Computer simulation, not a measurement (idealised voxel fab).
process module | voxel self aligned contacts
cross-section cut | 150 nm wide | cells 5 nm
A cross-section is a grid of square cells, given in bands from the top down. A band is one or more rows of cells.
Each band's line starts with the height of the band's top and of its bottom, in nm. Then come its materials from left to right, each with its width in nm. One material with "throughout" fills the band from edge to edge. "air" is empty space.
Height 0 is the level under which the wafer as received is all one material. The lowest band goes on downwards, as in "0 down".
A width such as "30 to 40" changes by the same amount from each row of cells to the next, from the band's top row to its bottom row.
"no change" after a step means that no cell of the cross-section changed.
closed voids: empty space of 8 cells or more with no open way to the top, each as width x height at its distance from the left edge, in nm
after a step's settings: what the simulator itself notes on the step
overlay nm, on a step with a mask: how far to the right of its planned place the mask lay; to the left if negative
plan
1 op RECEIVE | material Si
2 op OXIDIZE | depth nm 5
3 op DIRECTIONAL_DEP | material polySi | thk nm 30
4 op DIRECTIONAL_DEP | material SiN | thk nm 20
5 op MASKED_ETCH | tone cover | mask id GATE | width nm 35 | pitch nm 70 | etch materials SiN | depth nm 20 | overlay nm 0
6 op MASKED_ETCH | tone cover | mask id GATE | width nm 35 | pitch nm 70 | etch materials polySi | depth nm 30 | overlay nm 0
7 op CONFORMAL_DEP | material SiN | thk nm 5
8 op DIRECTIONAL_ETCH | etch materials SiN | depth nm 5
9 op FILL_DEP | material SiO2 | thk nm 15
10 op CMP | height nm 60
11 op PATTERN | tone open | mask id CONTACT | material resist | width nm 45 | thk nm 20 | overlay nm 0
12 op DIRECTIONAL_ETCH | etch materials SiO2 | depth nm 65
13 op STRIP | etch materials resist
14 op CONFORMAL_DEP | material TiN | thk nm 5
15 op FILL_DEP | material Ru | thk nm 10
16 op CMP | height nm 60
17 op CONFORMAL_DEP | material SiN | thk nm 5
as received, after step 1
  0 down: Si throughout
  closed voids: none
a wafer at the end: this start, this plan, one mistake
  65 to 60: SiN throughout
  60 to 55: SiO2 50 | TiN 5 | Ru 35 | TiN 5 | SiO2 55
  55 to 50: SiO2 50 | TiN 45 | SiO2 55
  50 to 30: SiN 25 | SiO2 25 | SiN 45 | SiO2 25 | SiN 30
  30 to 0: polySi throughout
  0 to -5: SiO2 throughout
  -5 down: Si throughout
  closed voids: none
what went wrong: step 5 ran as: op MASKED_ETCH | tone open | mask id GATE | width nm 35 | pitch nm 70 | etch materials SiN | depth nm 20 | overlay nm 0
